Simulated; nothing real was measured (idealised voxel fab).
process module | voxel ribs on slabs
cross-section cut | 195 nm wide | cells 5 nm
A cross-section is a grid of square cells, given in bands from the top down. A band is one or more rows of cells.
Each band's line starts with the height of the band's top and of its bottom, in nm. Then come its materials from left to right, each with its width in nm. One material with "throughout" fills the band from edge to edge. "air" is empty space.
Height 0 is the level under which the wafer as received is all one material. The lowest band goes on downwards, as in "0 down".
A width such as "30 to 40" changes by the same amount from each row of cells to the next, from the band's top row to its bottom row.
"no change" after a step means that no cell of the cross-section changed.
closed voids: empty space of 8 cells or more with no open way to the top, each as width x height at its distance from the left edge, in nm
after a step's settings: what the simulator itself notes on the step
overlay nm, on a step with a mask: how far to the right of its planned place the mask lay; to the left if negative
plan
1 op RECEIVE | material Si
2 op DIRECTIONAL_DEP | material SiO2 | thk nm 20
3 op DIRECTIONAL_DEP | material SiN | thk nm 25
4 op MASKED_ETCH | tone cover | mask id RIB | width nm 15 | etch materials SiN | depth nm 5 | overlay nm 0
5 op PATTERN | tone cover | mask id SLAB | material resist | width nm 55 | thk nm 15 | overlay nm 0
6 op DIRECTIONAL_ETCH | etch materials SiN | depth nm 20
7 op STRIP | etch materials resist
8 op FILL_DEP | material SiO2 | thk nm 30
9 op CMP | height nm 65
10 op DIRECTIONAL_DEP | material W | thk nm 10
11 op DIRECTIONAL_DEP | material aC | thk nm 10
12 op PATTERN | tone cover | mask id HEATER | material resist | width nm 25 | thk nm 25 | overlay nm 0
13 op DIRECTIONAL_ETCH | etch materials aC | depth nm 10
14 op STRIP | etch materials resist
15 op DIRECTIONAL_ETCH | etch materials W | depth nm 5
16 op STRIP | etch materials aC
17 op CONFORMAL_DEP | material SiN | thk nm 10
varied across the wafers: depth nm of step 15. The plan shows the first wafer's value. All wafers start alike
first wafer as received, after step 1
  0 down: Si throughout
  closed voids: none
first wafer at the end, after step 17
  85 to 80: air 75 | SiN 45 | air 75
  80 to 75: SiN throughout
  75 to 70: SiN 85 | W 25 | SiN 85
  70 to 65: W throughout
  65 to 45: SiO2 throughout
  45 to 40: SiO2 90 | SiN 15 | SiO2 90
  40 to 20: SiO2 70 | SiN 55 | SiO2 70
  20 to 0: SiO2 throughout
  0 down: Si throughout
  closed voids: none
last wafer at the end
  85 to 75: air 75 | SiN 45 | air 75
  75 to 65: SiN 85 | W 25 | SiN 85
  65 to 45: SiO2 throughout
  45 to 40: SiO2 90 | SiN 15 | SiO2 90
  40 to 20: SiO2 70 | SiN 55 | SiO2 70
  20 to 0: SiO2 throughout
  0 down: Si throughout
  closed voids: none
each wafer at the end: cells of each material gained (+) or lost (-) since it was received, then its closed voids
depth nm 5 | +129 SiN | +460 SiO2 | +44 W | closed voids: none
depth nm 10 | +133 SiN | +460 SiO2 | +10 W | closed voids: none
depth nm 15 | +133 SiN | +460 SiO2 | +10 W | closed voids: none
depth nm 20 | +133 SiN | +460 SiO2 | +10 W | closed voids: none
depth nm 25 | +133 SiN | +460 SiO2 | +10 W | closed voids: none
